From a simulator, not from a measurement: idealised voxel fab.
process module | voxel lift off
cross-section cut | 180 nm wide | cells 5 nm
A cross-section is a grid of square cells, given in bands from the top down. A band is one or more rows of cells.
Each band's line starts with the height of the band's top and of its bottom, in nm. Then come its materials from left to right, each with its width in nm. One material with "throughout" fills the band from edge to edge. "air" is empty space.
Height 0 is the level under which the wafer as received is all one material. The lowest band goes on downwards, as in "0 down".
A width such as "30 to 40" changes by the same amount from each row of cells to the next, from the band's top row to its bottom row.
"no change" after a step means that no cell of the cross-section changed.
closed voids: empty space of 8 cells or more with no open way to the top, each as width x height at its distance from the left edge, in nm
after a step's settings: what the simulator itself notes on the step
overlay nm, on a step with a mask: how far to the right of its planned place the mask lay; to the left if negative
plan
1 op RECEIVE | material Si
2 op CONFORMAL_DEP | material Al2O3 | thk nm 10
3 op PATTERN | tone open | mask id LINES | material resist | width nm 20 | pitch nm 40 | thk nm 20 | overlay nm 0
4 op DIRECTIONAL_DEP | material Ru | thk nm 10
5 op STRIP | etch materials resist
6 op CONFORMAL_DEP | material SiN | thk nm 10
first wafer, as planned
as received, after step 1
  0 down: Si throughout
  closed voids: none
after step 2
  10 to 0: Al2O3 throughout
  below 0: unchanged
after step 3
  30 to 10: resist 20 | air 20 | resist 20 | air 20 | resist 20 | air 20 | resist 20 | air 20 | resist 20
  below 10: unchanged
after step 4
  40 to 30: Ru 20 | air 20 | Ru 20 | air 20 | Ru 20 | air 20 | Ru 20 | air 20 | Ru 20
  30 to 20: resist 20 | air 20 | resist 20 | air 20 | resist 20 | air 20 | resist 20 | air 20 | resist 20
  20 to 10: resist 20 | Ru 20 | resist 20 | Ru 20 | resist 20 | Ru 20 | resist 20 | Ru 20 | resist 20
  below 10: unchanged
after step 5
  20 to 10: air 20 | Ru 20 | air 20 | Ru 20 | air 20 | Ru 20 | air 20 | Ru 20 | air 20
  below 10: unchanged
after step 6
  30 to 20: air 10 | SiN 160 | air 10
  20 to 10: SiN 20 | Ru 20 | SiN 20 | Ru 20 | SiN 20 | Ru 20 | SiN 20 | Ru 20 | SiN 20
  below 10: unchanged
second wafer: like start, like plan, one mistake. Through step 3 it matches the first wafer
when step 4 should have ended
  45 to 30: Ru 20 | air 20 | Ru 20 | air 20 | Ru 20 | air 20 | Ru 20 | air 20 | Ru 20
  30 to 25: resist 20 | air 20 | resist 20 | air 20 | resist 20 | air 20 | resist 20 | air 20 | resist 20
  25 to 10: resist 20 | Ru 20 | resist 20 | Ru 20 | resist 20 | Ru 20 | resist 20 | Ru 20 | resist 20
  below 10: unchanged
when step 5 should have ended
  25 to 10: air 20 | Ru 20 | air 20 | Ru 20 | air 20 | Ru 20 | air 20 | Ru 20 | air 20
  below 10: unchanged
when step 6 should have ended
  35 to 25: air 10 | SiN 160 | air 10
  25 to 20: air 10 | SiN 10 | Ru 20 | SiN 20 | Ru 20 | SiN 20 | Ru 20 | SiN 20 | Ru 20 | SiN 10 | air 10
  20 to 10: SiN 20 | Ru 20 | SiN 20 | Ru 20 | SiN 20 | Ru 20 | SiN 20 | Ru 20 | SiN 20
  below 10: unchanged
what went wrong: step 4 ran as: op DIRECTIONAL_DEP | material Ru | thk nm 15
at the end the second wafer has, in cells: 16 more of Ru | 16 more of SiN
